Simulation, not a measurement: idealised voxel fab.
The process module presented herein is designated voxel transistor to metal.
Square cells of 5 nm make up the cross-section cut, whose width is 270 nm.
How to read a cross-section here: the picture is a grid of square cells, written as bands going from the top down, and any band can span one or more rows of cells.
What a band's entry tells you: where the top is and where the bottom is, as heights in nm, and after that what lies inside, material by material from left to right, each with its width in nm. Empty space is written as the word "blank", and a single material marked with the word "throughout" occupies the band from edge to edge.
Heights from 0 (as-received wafer is one material below). Bottom band endless downward, as "top 0, no bottom".
Quick explanation for "30..40": the width changes in equal steps down the rows of cells, from the first number in the band's top row to the second number in its bottom row.
Reading "no change" for a step: not a cell of the cross-section changed in it.
Reported under the label "Enclosed void list" are the empty spaces having no open way to the top and comprising 8 cells or more; the notation for each is width x height at distance, in which the distance is measured from the left edge and all three values are in nm.
Step line, after settings: the simulator's comment on this step.
The setting "overlay nm" may be written on the line of a step. When the step uses a mask, the value reports how far to the right of the planned place the mask lay, and a negative value reports that it lay to the left.
# The process steps that were planned are listed below
1: RECEIVE,material Si
2: OXIDIZE,depth nm 5
3: CONFORMAL_DEP,material SiN,thk nm 10
4: MASKED_ETCH,tone cover,mask id ACTIVE,width nm 110,pitch nm 130,etch materials SiN,depth nm 10,overlay nm 0
5: MASKED_ETCH,tone cover,mask id ACTIVE,width nm 110,pitch nm 130,etch materials SiO2,depth nm 5,overlay nm 0
6: MASKED_ETCH,tone cover,mask id ACTIVE,width nm 110,pitch nm 130,etch materials Si,depth nm 20,overlay nm 0
7: FILL_DEP,material SiO2,thk nm 5
8: CMP,height nm 10
9: SELECTIVE_ETCH,etch materials SiO2,depth nm 5
10: STRIP,etch materials SiN
11: SELECTIVE_ETCH,etch materials SiO2,depth nm 5
12: OXIDIZE,depth nm 5
13: DIRECTIONAL_DEP,material polySi,thk nm 25
14: DIRECTIONAL_DEP,material SiCN,thk nm 10
15: PATTERN,tone cover,mask id GATE,material resist,width nm 20,pitch nm 130,thk nm 20,overlay nm 0
16: DIRECTIONAL_ETCH,etch materials SiCN,depth nm 20
17: DIRECTIONAL_ETCH,etch materials polySi,depth nm 35
18: STRIP,etch materials resist
19: CONFORMAL_DEP,material SiN,thk nm 5
20: DIRECTIONAL_ETCH,etch materials SiN,depth nm 5
21: DIRECTIONAL_ETCH,etch materials SiO2,depth nm 5
22: EPI,material SiGe,thk nm 5
23: FILL_DEP,material SiO2,thk nm 10
24: CMP,height nm 30
25: DIRECTIONAL_DEP,material SiO2,thk nm 10
26: PATTERN,tone open,mask id CONTACT,material resist,width nm 30,thk nm 20,overlay nm 0
27: DIRECTIONAL_ETCH,etch materials SiO2,depth nm 45
28: STRIP,etch materials resist
29: CONFORMAL_DEP,material TiN,thk nm 5
30: FILL_DEP,material Ru,thk nm 10
31: CMP,height nm 40
32: DIRECTIONAL_DEP,material TiN,thk nm 5
33: DIRECTIONAL_DEP,material W,thk nm 15
34: PATTERN,tone cover,mask id METAL_1,material resist,width nm 20,thk nm 15,overlay nm 0
35: DIRECTIONAL_ETCH,etch materials W,depth nm 15
36: DIRECTIONAL_ETCH,etch materials TiN,depth nm 5
37: STRIP,etch materials resist
38: CONFORMAL_DEP,material SiN,thk nm 5
39: FILL_DEP,material SiO2,thk nm 5
40: CMP,height nm 60
41: CONFORMAL_DEP,material SiN,thk nm 5
# The first of two wafers, run as planned
# As-received state of the wafer in cross-section, equivalent to post-step 1
* top 0, no bottom = Si throughout
* Enclosed void list: none
# after step 2
* top 0, bottom -5 = SiO2 throughout
* All layers under -5 are left as they were.
# after step 3
* top 10, bottom 0 = SiN throughout
* All layers under 0 are left as they were.
# after step 4
* top 10, bottom 0 = blank: 15, then SiN: 110, then blank: 20, then SiN: 110, then blank: 15
* All layers under 0 are left as they were.
# after step 5
* top 10, bottom 0 = blank: 15, then SiN: 110, then blank: 20, then SiN: 110, then blank: 15
* top 0, bottom -5 = blank: 15, then SiO2: 110, then blank: 20, then SiO2: 110, then blank: 15
* All layers under -5 are left as they were.
# after step 6
* top 10, bottom 0 = blank: 15, then SiN: 110, then blank: 20, then SiN: 110, then blank: 15
* top 0, bottom -5 = blank: 15, then SiO2: 110, then blank: 20, then SiO2: 110, then blank: 15
* top -5, bottom -25 = blank: 15, then Si: 110, then blank: 20, then Si: 110, then blank: 15
* All layers under -25 are left as they were.
# after step 7
* top 15, bottom 10 = SiO2 throughout
* top 10, bottom 0 = SiO2: 15, then SiN: 110, then SiO2: 20, then SiN: 110, then SiO2: 15
* top 0, bottom -5 = SiO2 throughout
* top -5, bottom -25 = SiO2: 15, then Si: 110, then SiO2: 20, then Si: 110, then SiO2: 15
* All layers under -25 are left as they were.
# after step 8
* top 10, bottom 0 = SiO2: 15, then SiN: 110, then SiO2: 20, then SiN: 110, then SiO2: 15
* All layers under 0 are left as they were.
# after step 9
* top 10, bottom 5 = blank: 15, then SiN: 110, then blank: 20, then SiN: 110, then blank: 15
* All layers under 5 are left as they were.
# after step 10
* top 5, bottom 0 = SiO2: 15, then blank: 110, then SiO2: 20, then blank: 110, then SiO2: 15
* All layers under 0 are left as they were.
# after step 11
* top 0, bottom -5 = SiO2: 10, then blank: 120, then SiO2: 10, then blank: 120, then SiO2: 10
* All layers under -5 are left as they were.
# after step 12
* top 0, bottom -5 = SiO2: 10, then blank: 120, then SiO2: 10, then blank: 120, then SiO2: 10
* top -5, bottom -10 = SiO2 throughout
* All layers under -10 are left as they were.
# after step 13
* top 25, bottom 20 = polySi: 10, then blank: 120, then polySi: 10, then blank: 120, then polySi: 10
* top 20, bottom 0 = polySi throughout
* top 0, bottom -5 = SiO2: 10, then polySi: 120, then SiO2: 10, then polySi: 120, then SiO2: 10
* All layers under -5 are left as they were.
# after step 14
* top 35, bottom 30 = SiCN: 10, then blank: 120, then SiCN: 10, then blank: 120, then SiCN: 10
* top 30, bottom 25 = SiCN throughout
* top 25, bottom 20 = polySi: 10, then SiCN: 120, then polySi: 10, then SiCN: 120, then polySi: 10
* All layers under 20 are left as they were.
# after step 15
* top 55, bottom 35 = blank: 60, then resist: 20, then blank: 110, then resist: 20, then blank: 60
* top 35, bottom 30 = SiCN: 10, then blank: 50, then resist: 20, then blank: 50, then SiCN: 10, then blank: 50, then resist: 20, then blank: 50, then SiCN: 10
* All layers under 30 are left as they were.
# after step 16
* top 55, bottom 30 = blank: 60, then resist: 20, then blank: 110, then resist: 20, then blank: 60
* top 30, bottom 25 = blank: 60, then SiCN: 20, then blank: 110, then SiCN: 20, then blank: 60
* top 25, bottom 20 = polySi: 10, then blank: 50, then SiCN: 20, then blank: 50, then polySi: 10, then blank: 50, then SiCN: 20, then blank: 50, then polySi: 10
* All layers under 20 are left as they were.
# after step 17
* top 55, bottom 30 = blank: 60, then resist: 20, then blank: 110, then resist: 20, then blank: 60
* top 30, bottom 20 = blank: 60, then SiCN: 20, then blank: 110, then SiCN: 20, then blank: 60
* top 20, bottom 0 = blank: 60, then polySi: 20, then blank: 110, then polySi: 20, then blank: 60
* top 0, bottom -5 = SiO2: 10, then blank: 50, then polySi: 20, then blank: 50, then SiO2: 10, then blank: 50, then polySi: 20, then blank: 50, then SiO2: 10
* All layers under -5 are left as they were.
# after step 18
* top 30, bottom 20 = blank: 60, then SiCN: 20, then blank: 110, then SiCN: 20, then blank: 60
* All layers under 20 are left as they were.
# after step 19
* top 35, bottom 30 = blank: 55, then SiN: 30, then blank: 100, then SiN: 30, then blank: 55
* top 30, bottom 20 = blank: 55, then SiN: 5, then SiCN: 20, then SiN: 5, then blank: 100, then SiN: 5, then SiCN: 20, then SiN: 5, then blank: 55
* top 20, bottom 5 = blank: 55, then SiN: 5, then polySi: 20, then SiN: 5, then blank: 100, then SiN: 5, then polySi: 20, then SiN: 5, then blank: 55
* top 5, bottom 0 = SiN: 15, then blank: 40, then SiN: 5, then polySi: 20, then SiN: 5, then blank: 40, then SiN: 20, then blank: 40, then SiN: 5, then polySi: 20, then SiN: 5, then blank: 40, then SiN: 15
* top 0, bottom -5 = SiO2: 10, then SiN: 50, then polySi: 20, then SiN: 50, then SiO2: 10, then SiN: 50, then polySi: 20, then SiN: 50, then SiO2: 10
* All layers under -5 are left as they were.
# after step 20
* top 30, bottom 20 = blank: 55, then SiN: 5, then SiCN: 20, then SiN: 5, then blank: 100, then SiN: 5, then SiCN: 20, then SiN: 5, then blank: 55
* top 20, bottom 0 = blank: 55, then SiN: 5, then polySi: 20, then SiN: 5, then blank: 100, then SiN: 5, then polySi: 20, then SiN: 5, then blank: 55
* top 0, bottom -5 = SiO2: 10, then SiN: 5, then blank: 40, then SiN: 5, then polySi: 20, then SiN: 5, then blank: 40, then SiN: 5, then SiO2: 10, then SiN: 5, then blank: 40, then SiN: 5, then polySi: 20, then SiN: 5, then blank: 40, then SiN: 5, then SiO2: 10
* All layers under -5 are left as they were.
# after step 21
* top 30, bottom 20 = blank: 55, then SiN: 5, then SiCN: 20, then SiN: 5, then blank: 100, then SiN: 5, then SiCN: 20, then SiN: 5, then blank: 55
* top 20, bottom 0 = blank: 55, then SiN: 5, then polySi: 20, then SiN: 5, then blank: 100, then SiN: 5, then polySi: 20, then SiN: 5, then blank: 55
* top 0, bottom -5 = blank: 10, then SiN: 5, then blank: 40, then SiN: 5, then polySi: 20, then SiN: 5, then blank: 40, then SiN: 5, then blank: 10, then SiN: 5, then blank: 40, then SiN: 5, then polySi: 20, then SiN: 5, then blank: 40, then SiN: 5, then blank: 10
* top -5, bottom -10 = SiO2: 15, then blank: 40, then SiO2: 30, then blank: 40, then SiO2: 20, then blank: 40, then SiO2: 30, then blank: 40, then SiO2: 15
* All layers under -10 are left as they were.
# after step 22
* top 30, bottom 20 = blank: 55, then SiN: 5, then SiCN: 20, then SiN: 5, then blank: 100, then SiN: 5, then SiCN: 20, then SiN: 5, then blank: 55
* top 20, bottom 0 = blank: 55, then SiN: 5, then polySi: 20, then SiN: 5, then blank: 100, then SiN: 5, then polySi: 20, then SiN: 5, then blank: 55
* top 0, bottom -5 = blank: 10, then SiN: 5, then blank: 40, then SiN: 5, then polySi: 20, then SiN: 5, then blank: 40, then SiN: 5, then blank: 10, then SiN: 5, then blank: 40, then SiN: 5, then polySi: 20, then SiN: 5, then blank: 40, then SiN: 5, then blank: 10
* top -5, bottom -10 = SiO2: 15, then SiGe: 40, then SiO2: 30, then SiGe: 40, then SiO2: 20, then SiGe: 40, then SiO2: 30, then SiGe: 40, then SiO2: 15
* All layers under -10 are left as they were.
# after step 23
* top 40, bottom 30 = SiO2 throughout
* top 30, bottom 20 = SiO2: 55, then SiN: 5, then SiCN: 20, then SiN: 5, then SiO2: 100, then SiN: 5, then SiCN: 20, then SiN: 5, then SiO2: 55
* top 20, bottom 0 = SiO2: 55, then SiN: 5, then polySi: 20, then SiN: 5, then SiO2: 100, then SiN: 5, then polySi: 20, then SiN: 5, then SiO2: 55
* top 0, bottom -5 = SiO2: 10, then SiN: 5, then SiO2: 40, then SiN: 5, then polySi: 20, then SiN: 5, then SiO2: 40, then SiN: 5, then SiO2: 10, then SiN: 5, then SiO2: 40, then SiN: 5, then polySi: 20, then SiN: 5, then SiO2: 40, then SiN: 5, then SiO2: 10
* All layers under -5 are left as they were.
# after step 24
* top 30, bottom 20 = SiO2: 55, then SiN: 5, then SiCN: 20, then SiN: 5, then SiO2: 100, then SiN: 5, then SiCN: 20, then SiN: 5, then SiO2: 55
* All layers under 20 are left as they were.
# after step 25
* top 40, bottom 30 = SiO2 throughout
* All layers under 30 are left as they were.
# after step 26
* top 60, bottom 40 = resist: 25, then blank: 30, then resist: 30, then blank: 30, then resist: 40, then blank: 30, then resist: 30, then blank: 30, then resist: 25
* All layers under 40 are left as they were.
# after step 27
* top 60, bottom 40 = resist: 25, then blank: 30, then resist: 30, then blank: 30, then resist: 40, then blank: 30, then resist: 30, then blank: 30, then resist: 25
* top 40, bottom 30 = SiO2: 25, then blank: 30, then SiO2: 30, then blank: 30, then SiO2: 40, then blank: 30, then SiO2: 30, then blank: 30, then SiO2: 25
* top 30, bottom 20 = SiO2: 25, then blank: 30, then SiN: 5, then SiCN: 20, then SiN: 5, then blank: 30, then SiO2: 40, then blank: 30, then SiN: 5, then SiCN: 20, then SiN: 5, then blank: 30, then SiO2: 25
* top 20, bottom 0 = SiO2: 25, then blank: 30, then SiN: 5, then polySi: 20, then SiN: 5, then blank: 30, then SiO2: 40, then blank: 30, then SiN: 5, then polySi: 20, then SiN: 5, then blank: 30, then SiO2: 25
* top 0, bottom -5 = SiO2: 10, then SiN: 5, then SiO2: 10, then blank: 30, then SiN: 5, then polySi: 20, then SiN: 5, then blank: 30, then SiO2: 10, then SiN: 5, then SiO2: 10, then SiN: 5, then SiO2: 10, then blank: 30, then SiN: 5, then polySi: 20, then SiN: 5, then blank: 30, then SiO2: 10, then SiN: 5, then SiO2: 10
* All layers under -5 are left as they were.
# after step 28
* top 40, bottom 30 = SiO2: 25, then blank: 30, then SiO2: 30, then blank: 30, then SiO2: 40, then blank: 30, then SiO2: 30, then blank: 30, then SiO2: 25
* All layers under 30 are left as they were.
# after step 29
* top 45, bottom 40 = TiN: 30, then blank: 20, then TiN: 40, then blank: 20, then TiN: 50, then blank: 20, then TiN: 40, then blank: 20, then TiN: 30
* top 40, bottom 30 = SiO2: 25, then TiN: 5, then blank: 20, then TiN: 5, then SiO2: 30, then TiN: 5, then blank: 20, then TiN: 5, then SiO2: 40, then TiN: 5, then blank: 20, then TiN: 5, then SiO2: 30, then TiN: 5, then blank: 20, then TiN: 5, then SiO2: 25
* top 30, bottom 20 = SiO2: 25, then TiN: 5, then blank: 20, then TiN: 5, then SiN: 5, then SiCN: 20, then SiN: 5, then TiN: 5, then blank: 20, then TiN: 5, then SiO2: 40, then TiN: 5, then blank: 20, then TiN: 5, then SiN: 5, then SiCN: 20, then SiN: 5, then TiN: 5, then blank: 20, then TiN: 5, then SiO2: 25
* top 20, bottom 0 = SiO2: 25, then TiN: 5, then blank: 20, then TiN: 5, then SiN: 5, then polySi: 20, then SiN: 5, then TiN: 5, then blank: 20, then TiN: 5, then SiO2: 40, then TiN: 5, then blank: 20, then TiN: 5, then SiN: 5, then polySi: 20, then SiN: 5, then TiN: 5, then blank: 20, then TiN: 5, then SiO2: 25
* top 0, bottom -5 = SiO2: 10, then SiN: 5, then SiO2: 10, then TiN: 30, then SiN: 5, then polySi: 20, then SiN: 5, then TiN: 30, then SiO2: 10, then SiN: 5, then SiO2: 10, then SiN: 5, then SiO2: 10, then TiN: 30, then SiN: 5, then polySi: 20, then SiN: 5, then TiN: 30, then SiO2: 10, then SiN: 5, then SiO2: 10
* All layers under -5 are left as they were.
# after step 30
* top 55, bottom 45 = Ru throughout
* top 45, bottom 40 = TiN: 30, then Ru: 20, then TiN: 40, then Ru: 20, then TiN: 50, then Ru: 20, then TiN: 40, then Ru: 20, then TiN: 30
* top 40, bottom 30 = SiO2: 25, then TiN: 5, then Ru: 20, then TiN: 5, then SiO2: 30, then TiN: 5, then Ru: 20, then TiN: 5, then SiO2: 40, then TiN: 5, then Ru: 20, then TiN: 5, then SiO2: 30, then TiN: 5, then Ru: 20, then TiN: 5, then SiO2: 25
* top 30, bottom 20 = SiO2: 25, then TiN: 5, then Ru: 20, then TiN: 5, then SiN: 5, then SiCN: 20, then SiN: 5, then TiN: 5, then Ru: 20, then TiN: 5, then SiO2: 40, then TiN: 5, then Ru: 20, then TiN: 5, then SiN: 5, then SiCN: 20, then SiN: 5, then TiN: 5, then Ru: 20, then TiN: 5, then SiO2: 25
* top 20, bottom 0 = SiO2: 25, then TiN: 5, then Ru: 20, then TiN: 5, then SiN: 5, then polySi: 20, then SiN: 5, then TiN: 5, then Ru: 20, then TiN: 5, then SiO2: 40, then TiN: 5, then Ru: 20, then TiN: 5, then SiN: 5, then polySi: 20, then SiN: 5, then TiN: 5, then Ru: 20, then TiN: 5, then SiO2: 25
* All layers under 0 are left as they were.
# after step 31
* top 40, bottom 30 = SiO2: 25, then TiN: 5, then Ru: 20, then TiN: 5, then SiO2: 30, then TiN: 5, then Ru: 20, then TiN: 5, then SiO2: 40, then TiN: 5, then Ru: 20, then TiN: 5, then SiO2: 30, then TiN: 5, then Ru: 20, then TiN: 5, then SiO2: 25
* All layers under 30 are left as they were.
# after step 32
* top 45, bottom 40 = TiN throughout
* All layers under 40 are left as they were.
# after step 33
* top 60, bottom 45 = W throughout
* All layers under 45 are left as they were.
# after step 34
* top 75, bottom 60 = blank: 25, then resist: 20, then blank: 50, then resist: 20, then blank: 40, then resist: 20, then blank: 50, then resist: 20, then blank: 25
* All layers under 60 are left as they were.
# after step 35
* top 75, bottom 60 = blank: 25, then resist: 20, then blank: 50, then resist: 20, then blank: 40, then resist: 20, then blank: 50, then resist: 20, then blank: 25
* top 60, bottom 45 = blank: 25, then W: 20, then blank: 50, then W: 20, then blank: 40, then W: 20, then blank: 50, then W: 20, then blank: 25
* All layers under 45 are left as they were.
# after step 36
* top 75, bottom 60 = blank: 25, then resist: 20, then blank: 50, then resist: 20, then blank: 40, then resist: 20, then blank: 50, then resist: 20, then blank: 25
* top 60, bottom 45 = blank: 25, then W: 20, then blank: 50, then W: 20, then blank: 40, then W: 20, then blank: 50, then W: 20, then blank: 25
* top 45, bottom 40 = blank: 25, then TiN: 20, then blank: 50, then TiN: 20, then blank: 40, then TiN: 20, then blank: 50, then TiN: 20, then blank: 25
* All layers under 40 are left as they were.
# after step 37
* top 60, bottom 45 = blank: 25, then W: 20, then blank: 50, then W: 20, then blank: 40, then W: 20, then blank: 50, then W: 20, then blank: 25
* All layers under 45 are left as they were.
# after step 38
* top 65, bottom 60 = blank: 20, then SiN: 30, then blank: 40, then SiN: 30, then blank: 30, then SiN: 30, then blank: 40, then SiN: 30, then blank: 20
* top 60, bottom 45 = blank: 20, then SiN: 5, then W: 20, then SiN: 5, then blank: 40, then SiN: 5, then W: 20, then SiN: 5, then blank: 30, then SiN: 5, then W: 20, then SiN: 5, then blank: 40, then SiN: 5, then W: 20, then SiN: 5, then blank: 20
* top 45, bottom 40 = SiN: 25, then TiN: 20, then SiN: 50, then TiN: 20, then SiN: 40, then TiN: 20, then SiN: 50, then TiN: 20, then SiN: 25
* All layers under 40 are left as they were.
# after step 39
* top 70, bottom 65 = SiO2 throughout
* top 65, bottom 60 = SiO2: 20, then SiN: 30, then SiO2: 40, then SiN: 30, then SiO2: 30, then SiN: 30, then SiO2: 40, then SiN: 30, then SiO2: 20
* top 60, bottom 45 = SiO2: 20, then SiN: 5, then W: 20, then SiN: 5, then SiO2: 40, then SiN: 5, then W: 20, then SiN: 5, then SiO2: 30, then SiN: 5, then W: 20, then SiN: 5, then SiO2: 40, then SiN: 5, then W: 20, then SiN: 5, then SiO2: 20
* All layers under 45 are left as they were.
# after step 40
* top 60, bottom 45 = SiO2: 20, then SiN: 5, then W: 20, then SiN: 5, then SiO2: 40, then SiN: 5, then W: 20, then SiN: 5, then SiO2: 30, then SiN: 5, then W: 20, then SiN: 5, then SiO2: 40, then SiN: 5, then W: 20, then SiN: 5, then SiO2: 20
* All layers under 45 are left as they were.
# after step 41
* top 65, bottom 60 = SiN throughout
* All layers under 60 are left as they were.
# Second wafer - shared start and plan with the first - one error in running - same as the first up to step 25 inclusive
# Look at the second wafer in cross-section at the time step 26 ought to have finished
* top 60, bottom 40 = resist: 20, then blank: 40, then resist: 20, then blank: 40, then resist: 30, then blank: 40, then resist: 20, then blank: 40, then resist: 20
* All layers under 40 are left as they were.
# Look at the second wafer in cross-section at the time step 27 ought to have finished
* top 60, bottom 40 = resist: 20, then blank: 40, then resist: 20, then blank: 40, then resist: 30, then blank: 40, then resist: 20, then blank: 40, then resist: 20
* top 40, bottom 30 = SiO2: 20, then blank: 40, then SiO2: 20, then blank: 40, then SiO2: 30, then blank: 40, then SiO2: 20, then blank: 40, then SiO2: 20
* top 30, bottom 20 = SiO2: 20, then blank: 35, then SiN: 5, then SiCN: 20, then SiN: 5, then blank: 35, then SiO2: 30, then blank: 35, then SiN: 5, then SiCN: 20, then SiN: 5, then blank: 35, then SiO2: 20
* top 20, bottom 0 = SiO2: 20, then blank: 35, then SiN: 5, then polySi: 20, then SiN: 5, then blank: 35, then SiO2: 30, then blank: 35, then SiN: 5, then polySi: 20, then SiN: 5, then blank: 35, then SiO2: 20
* top 0, bottom -5 = SiO2: 10, then SiN: 5, then SiO2: 5, then blank: 35, then SiN: 5, then polySi: 20, then SiN: 5, then blank: 35, then SiO2: 5, then SiN: 5, then SiO2: 10, then SiN: 5, then SiO2: 5, then blank: 35, then SiN: 5, then polySi: 20, then SiN: 5, then blank: 35, then SiO2: 5, then SiN: 5, then SiO2: 10
* All layers under -5 are left as they were.
# Look at the second wafer in cross-section at the time step 28 ought to have finished
* top 40, bottom 30 = SiO2: 20, then blank: 40, then SiO2: 20, then blank: 40, then SiO2: 30, then blank: 40, then SiO2: 20, then blank: 40, then SiO2: 20
* All layers under 30 are left as they were.
# Look at the second wafer in cross-section at the time step 29 ought to have finished
* top 45, bottom 40 = TiN: 25, then blank: 30, then TiN: 30, then blank: 30, then TiN: 40, then blank: 30, then TiN: 30, then blank: 30, then TiN: 25
* top 40, bottom 30 = SiO2: 20, then TiN: 5, then blank: 30..25, then TiN: 5..10, then SiO2: 20, then TiN: 5..10, then blank: 30..25, then TiN: 5, then SiO2: 30, then TiN: 5, then blank: 30..25, then TiN: 5..10, then SiO2: 20, then TiN: 5..10, then blank: 30..25, then TiN: 5, then SiO2: 20
* top 30, bottom 20 = SiO2: 20, then TiN: 5, then blank: 25, then TiN: 5, then SiN: 5, then SiCN: 20, then SiN: 5, then TiN: 5, then blank: 25, then TiN: 5, then SiO2: 30, then TiN: 5, then blank: 25, then TiN: 5, then SiN: 5, then SiCN: 20, then SiN: 5, then TiN: 5, then blank: 25, then TiN: 5, then SiO2: 20
* top 20, bottom 0 = SiO2: 20, then TiN: 5, then blank: 25, then TiN: 5, then SiN: 5, then polySi: 20, then SiN: 5, then TiN: 5, then blank: 25, then TiN: 5, then SiO2: 30, then TiN: 5, then blank: 25, then TiN: 5, then SiN: 5, then polySi: 20, then SiN: 5, then TiN: 5, then blank: 25, then TiN: 5, then SiO2: 20
* top 0, bottom -5 = SiO2: 10, then SiN: 5, then SiO2: 5, then TiN: 35, then SiN: 5, then polySi: 20, then SiN: 5, then TiN: 35, then SiO2: 5, then SiN: 5, then SiO2: 10, then SiN: 5, then SiO2: 5, then TiN: 35, then SiN: 5, then polySi: 20, then SiN: 5, then TiN: 35, then SiO2: 5, then SiN: 5, then SiO2: 10
* All layers under -5 are left as they were.
# Look at the second wafer in cross-section at the time step 30 ought to have finished
* top 55, bottom 45 = Ru throughout
* top 45, bottom 40 = TiN: 25, then Ru: 30, then TiN: 30, then Ru: 30, then TiN: 40, then Ru: 30, then TiN: 30, then Ru: 30, then TiN: 25
* top 40, bottom 30 = SiO2: 20, then TiN: 5, then Ru: 30..25, then TiN: 5..10, then SiO2: 20, then TiN: 5..10, then Ru: 30..25, then TiN: 5, then SiO2: 30, then TiN: 5, then Ru: 30..25, then TiN: 5..10, then SiO2: 20, then TiN: 5..10, then Ru: 30..25, then TiN: 5, then SiO2: 20
* top 30, bottom 20 = SiO2: 20, then TiN: 5, then Ru: 25, then TiN: 5, then SiN: 5, then SiCN: 20, then SiN: 5, then TiN: 5, then Ru: 25, then TiN: 5, then SiO2: 30, then TiN: 5, then Ru: 25, then TiN: 5, then SiN: 5, then SiCN: 20, then SiN: 5, then TiN: 5, then Ru: 25, then TiN: 5, then SiO2: 20
* top 20, bottom 0 = SiO2: 20, then TiN: 5, then Ru: 25, then TiN: 5, then SiN: 5, then polySi: 20, then SiN: 5, then TiN: 5, then Ru: 25, then TiN: 5, then SiO2: 30, then TiN: 5, then Ru: 25, then TiN: 5, then SiN: 5, then polySi: 20, then SiN: 5, then TiN: 5, then Ru: 25, then TiN: 5, then SiO2: 20
* All layers under 0 are left as they were.
# Look at the second wafer in cross-section at the time step 31 ought to have finished
* top 40, bottom 30 = SiO2: 20, then TiN: 5, then Ru: 30..25, then TiN: 5..10, then SiO2: 20, then TiN: 5..10, then Ru: 30..25, then TiN: 5, then SiO2: 30, then TiN: 5, then Ru: 30..25, then TiN: 5..10, then SiO2: 20, then TiN: 5..10, then Ru: 30..25, then TiN: 5, then SiO2: 20
* All layers under 30 are left as they were.
# Look at the second wafer in cross-section at the time step 32 ought to have finished
* top 45, bottom 40 = TiN throughout
* All layers under 40 are left as they were.
# Look at the second wafer in cross-section at the time step 33 ought to have finished
* top 60, bottom 45 = W throughout
* All layers under 45 are left as they were.
# Look at the second wafer in cross-section at the time step 34 ought to have finished
* top 75, bottom 60 = blank: 25, then resist: 20, then blank: 50, then resist: 20, then blank: 40, then resist: 20, then blank: 50, then resist: 20, then blank: 25
* All layers under 60 are left as they were.
# Look at the second wafer in cross-section at the time step 35 ought to have finished
* top 75, bottom 60 = blank: 25, then resist: 20, then blank: 50, then resist: 20, then blank: 40, then resist: 20, then blank: 50, then resist: 20, then blank: 25
* top 60, bottom 45 = blank: 25, then W: 20, then blank: 50, then W: 20, then blank: 40, then W: 20, then blank: 50, then W: 20, then blank: 25
* All layers under 45 are left as they were.
# Look at the second wafer in cross-section at the time step 36 ought to have finished
* top 75, bottom 60 = blank: 25, then resist: 20, then blank: 50, then resist: 20, then blank: 40, then resist: 20, then blank: 50, then resist: 20, then blank: 25
* top 60, bottom 45 = blank: 25, then W: 20, then blank: 50, then W: 20, then blank: 40, then W: 20, then blank: 50, then W: 20, then blank: 25
* top 45, bottom 40 = blank: 25, then TiN: 20, then blank: 50, then TiN: 20, then blank: 40, then TiN: 20, then blank: 50, then TiN: 20, then blank: 25
* All layers under 40 are left as they were.
# Look at the second wafer in cross-section at the time step 37 ought to have finished
* top 60, bottom 45 = blank: 25, then W: 20, then blank: 50, then W: 20, then blank: 40, then W: 20, then blank: 50, then W: 20, then blank: 25
* All layers under 45 are left as they were.
# Look at the second wafer in cross-section at the time step 38 ought to have finished
* top 65, bottom 60 = blank: 20, then SiN: 30, then blank: 40, then SiN: 30, then blank: 30, then SiN: 30, then blank: 40, then SiN: 30, then blank: 20
* top 60, bottom 45 = blank: 20, then SiN: 5, then W: 20, then SiN: 5, then blank: 40, then SiN: 5, then W: 20, then SiN: 5, then blank: 30, then SiN: 5, then W: 20, then SiN: 5, then blank: 40, then SiN: 5, then W: 20, then SiN: 5, then blank: 20
* top 45, bottom 40 = SiN: 25, then TiN: 20, then SiN: 50, then TiN: 20, then SiN: 40, then TiN: 20, then SiN: 50, then TiN: 20, then SiN: 25
* All layers under 40 are left as they were.
# Look at the second wafer in cross-section at the time step 39 ought to have finished
* top 70, bottom 65 = SiO2 throughout
* top 65, bottom 60 = SiO2: 20, then SiN: 30, then SiO2: 40, then SiN: 30, then SiO2: 30, then SiN: 30, then SiO2: 40, then SiN: 30, then SiO2: 20
* top 60, bottom 45 = SiO2: 20, then SiN: 5, then W: 20, then SiN: 5, then SiO2: 40, then SiN: 5, then W: 20, then SiN: 5, then SiO2: 30, then SiN: 5, then W: 20, then SiN: 5, then SiO2: 40, then SiN: 5, then W: 20, then SiN: 5, then SiO2: 20
* All layers under 45 are left as they were.
# Look at the second wafer in cross-section at the time step 40 ought to have finished
* top 60, bottom 45 = SiO2: 20, then SiN: 5, then W: 20, then SiN: 5, then SiO2: 40, then SiN: 5, then W: 20, then SiN: 5, then SiO2: 30, then SiN: 5, then W: 20, then SiN: 5, then SiO2: 40, then SiN: 5, then W: 20, then SiN: 5, then SiO2: 20
* All layers under 45 are left as they were.
# Look at the second wafer in cross-section at the time step 41 ought to have finished
* top 65, bottom 60 = SiN throughout
* All layers under 60 are left as they were.
Diagnosis: step 26 off recipe, ran as PATTERN,tone open,mask id CONTACT,material resist,width nm 40,thk nm 20,overlay nm 0
Final tally in cells, some materials are higher or lower on the second wafer than on the first: Ru: 36 more | SiO2: 44 fewer | TiN: 8 more
